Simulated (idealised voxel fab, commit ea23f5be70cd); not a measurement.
Process module, titled voxel ribs on slabs
Each square cell in cross-section cut measures 5 nm, and the section as a whole is 235 nm wide.
A cross-section in this document is a grid of square cells, and it is written down as bands, the top band listed before the ones below it; a band is made up of one or more rows of cells.
What a band's entry tells you: where the top is and where the bottom is, as heights in nm, and after that what lies inside, material by material from left to right, each with its width in nm. Empty space is written as the word "blank", and a single material marked with the word "all across" occupies the band from edge to edge.
Basically, 0 is our baseline, since under it the wafer straight out of the box is all one material. The bottom band has no lower end and keeps on going down, so it looks like "0 and below".
Per-row width for "30..40": begins at first number (top row of band), ends at second number (bottom row), increment between rows held constant.
"changes: none" for a step: no cell of the cross-section changed in that step.
"Enclosed cavity list" specifies each empty space that is not open to the top and that occupies no fewer than 8 cells, using the form width x height at distance, the distance measured from the left edge and all three quantities in nm.
The remark found on a step's line after its settings is issued by the simulator itself and pertains to that step.
What "overlay nm" on a step's line means: if the step has a mask, that mask lay this far to the right of its planned place, or, when the value is negative, to the left.

Listed below are the process steps as planned
| 1 | RECEIVE with material Si |
| 2 | DIRECTIONAL_DEP with material SiO2, thk nm 25 |
| 3 | DIRECTIONAL_DEP with material polySi, thk nm 25 |
| 4 | DIRECTIONAL_DEP with material aC, thk nm 15 |
| 5 | PATTERN with tone cover, mask id RIB, material resist, width nm 30, thk nm 35, overlay nm 0 |
| 6 | DIRECTIONAL_ETCH with etch materials aC, depth nm 15 |
| 7 | STRIP with etch materials resist |
| 8 | DIRECTIONAL_ETCH with etch materials polySi, depth nm 5 |
| 9 | STRIP with etch materials aC |
| 10 | PATTERN with tone cover, mask id SLAB, material resist, width nm 90, thk nm 20, overlay nm 0 |
| 11 | DIRECTIONAL_ETCH with etch materials polySi, depth nm 20 |
| 12 | STRIP with etch materials resist |
| 13 | FILL_DEP with material SiO2, thk nm 30 |
| 14 | CMP with height nm 70 |
| 15 | DIRECTIONAL_DEP with material W, thk nm 10 |
| 16 | DIRECTIONAL_DEP with material aC, thk nm 10 |
| 17 | PATTERN with tone cover, mask id HEATER, material resist, width nm 40, thk nm 25, overlay nm 0 |
| 18 | DIRECTIONAL_ETCH with etch materials aC, depth nm 10 |
| 19 | STRIP with etch materials resist |
| 20 | DIRECTIONAL_ETCH with etch materials W, depth nm 10 |
| 21 | STRIP with etch materials aC |
| 22 | CONFORMAL_DEP with material SiO2, thk nm 5 |

Wafer at receipt (post step 1), cross-section
- 0 and below: Si all across
- Enclosed cavity list: none

Starting structure and process plan are as shown above, but one mistake was made in running the module; the wafer cross-section at the end of the module follows
- 85 down to 80: blank=90 / SiO2=50 / blank=95
- 80 down to 75: blank=90 / SiO2=5 / W=40 / SiO2=5 / blank=95
- 75 down to 70: SiO2=95 / W=40 / SiO2=100
- 70 down to 60: SiO2 all across
- 60 down to 40: SiO2=70 / polySi=90 / SiO2=75
- 40 down to 25: aC all across
- 25 down to 0: SiO2 all across
- 0 and below: Si all across
- Enclosed cavity list: none
The mistake made against the process plan was this: steps 3 and 4 traded places in the executed sequence
